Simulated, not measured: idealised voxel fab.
The following is a process module called voxel gate over fins.
FYI the section here is cut, 295 nm wide, cells are 5 nm squares.
Think of the cross-section as a grid of square cells. We describe it in bands, top to bottom, and each band covers one or more rows of those cells.
Quick guide to a band line: top height, bottom height (nm) up front; then every material left to right with its width in nm. Only one material and it's marked "all across"? Then it fills the band edge to edge. And "air" just means empty space.
A quick word on heights: they are counted from 0, and under that level the wafer as it came to us is one material throughout. The lowest band is different from the rest in having no bottom; it simply continues downward, written as in "0 nm and below".
Per-row width for "30 to 40": begins at first number (top row of band), ends at second number (bottom row), increment between rows held constant.
"nothing different", as given for a step, is the statement that not any cell of the cross-section underwent a change during that step.
Empty spaces without an open route to the top, at least 8 cells in extent, make up the entry "Enclosed internal cavities"; each is given as width x height at distance, where the distance is measured from the left edge, and all are in nm.
What comes after the settings on a step's line is commentary from the simulator itself on that step.
"overlay nm" answers the question of how far to the right of plan the mask lay on a step that has a mask, and when it is negative the answer is to the left.
These are the steps we planned for the process
1. RECEIVE, material Si
2. CONFORMAL_DEP, material SiN, thk nm 10
3. DIRECTIONAL_DEP, material aC, thk nm 15
4. PATTERN, tone cover, mask id FINS, material resist, width nm 15, pitch nm 60, thk nm 30, overlay nm 0
5. DIRECTIONAL_ETCH, etch materials aC, depth nm 15
6. STRIP, etch materials resist
7. DIRECTIONAL_ETCH, etch materials SiN, depth nm 10
8. DIRECTIONAL_ETCH, etch materials Si, depth nm 35
9. STRIP, etch materials aC
10. FILL_DEP, material SiO2, thk nm 15
11. CMP, height nm 10
12. DIRECTIONAL_DEP, material aC, thk nm 15
13. PATTERN, tone open, mask id RAIL, material resist, width nm 15, thk nm 30, overlay nm 0
14. DIRECTIONAL_ETCH, etch materials aC, depth nm 15
15. STRIP, etch materials resist
16. DIRECTIONAL_ETCH, etch materials SiO2, depth nm 40
17. STRIP, etch materials aC
18. CONFORMAL_DEP, material TiN, thk nm 5
19. FILL_DEP, material W, thk nm 10
20. CMP, height nm 10
21. SELECTIVE_ETCH, etch materials W Ru TiN, depth nm 25
22. FILL_DEP, material SiO2, thk nm 5
23. CMP, height nm 10
24. SELECTIVE_ETCH, etch materials SiO2, depth nm 20
25. STRIP, etch materials SiN
26. CONFORMAL_DEP, material HfO2, thk nm 5
27. CONFORMAL_DEP, material TiN, thk nm 5
28. CONFORMAL_DEP, material TiAl, thk nm 5
29. CONFORMAL_DEP, material TiN, thk nm 5
30. FILL_DEP, material W, thk nm 10
31. CMP, height nm 25
32. CONFORMAL_DEP, material SiCN, thk nm 5
Shown in cross-section is the wafer as received, that is, as it stands after step 1
  0 nm and below = Si all across
  Enclosed internal cavities: none
Figure: cross-sectional view of the wafer upon completion of the module, processed from the initial state and according to the plan depicted above, with one error introduced during execution
  30 nm to 25 nm = SiCN all across
  25 nm to 20 nm = W all across
  20 nm to 15 nm = W 90 nm | TiN 55 nm | W 5 nm | TiN 55 nm | W 90 nm
  15 nm to 10 nm = W 90 nm | TiN 5 nm | TiAl 45 nm | TiN 5 nm | W 5 nm | TiN 5 nm | TiAl 45 nm | TiN 5 nm | W 90 nm
  10 nm to 5 nm = TiN 95 nm | TiAl 5 nm | TiN 35 nm | TiAl 5 nm | TiN 15 nm | TiAl 5 nm | TiN 35 nm | TiAl 5 nm | TiN 95 nm
  5 nm to 0 nm = TiAl 100 nm | TiN 5 nm | HfO2 25 nm | TiN 5 nm | TiAl 25 nm | TiN 5 nm | HfO2 25 nm | TiN 5 nm | TiAl 100 nm
  0 nm to -5 nm = TiN 105 nm | HfO2 5 nm | Si 15 nm | HfO2 5 nm | TiN 35 nm | HfO2 5 nm | Si 15 nm | HfO2 5 nm | TiN 105 nm
  -5 nm to -10 nm = HfO2 110 nm | Si 15 nm | HfO2 45 nm | Si 15 nm | HfO2 110 nm
  -10 nm to -15 nm = SiO2 110 nm | Si 15 nm | SiO2 45 nm | Si 15 nm | SiO2 110 nm
  -15 nm to -25 nm = W 105 nm | TiN 5 nm | Si 15 nm | TiN 5 nm | W 5 nm | TiN 5 nm | SiO2 15 nm | TiN 5 nm | W 5 nm | TiN 5 nm | Si 15 nm | TiN 5 nm | W 105 nm
  -25 nm to -30 nm = TiN 110 nm | Si 15 nm | TiN 15 nm | SiO2 15 nm | TiN 15 nm | Si 15 nm | TiN 110 nm
  -30 nm to -35 nm = SiO2 110 nm | Si 15 nm | SiO2 45 nm | Si 15 nm | SiO2 110 nm
  -35 nm and below = Si all across
  Enclosed internal cavities: none
Which mistake was made when the wafer was run? planned and actual differ for step 13; actual: PATTERN, tone cover, mask id RAIL, material resist, width nm 15, thk nm 30, overlay nm 0
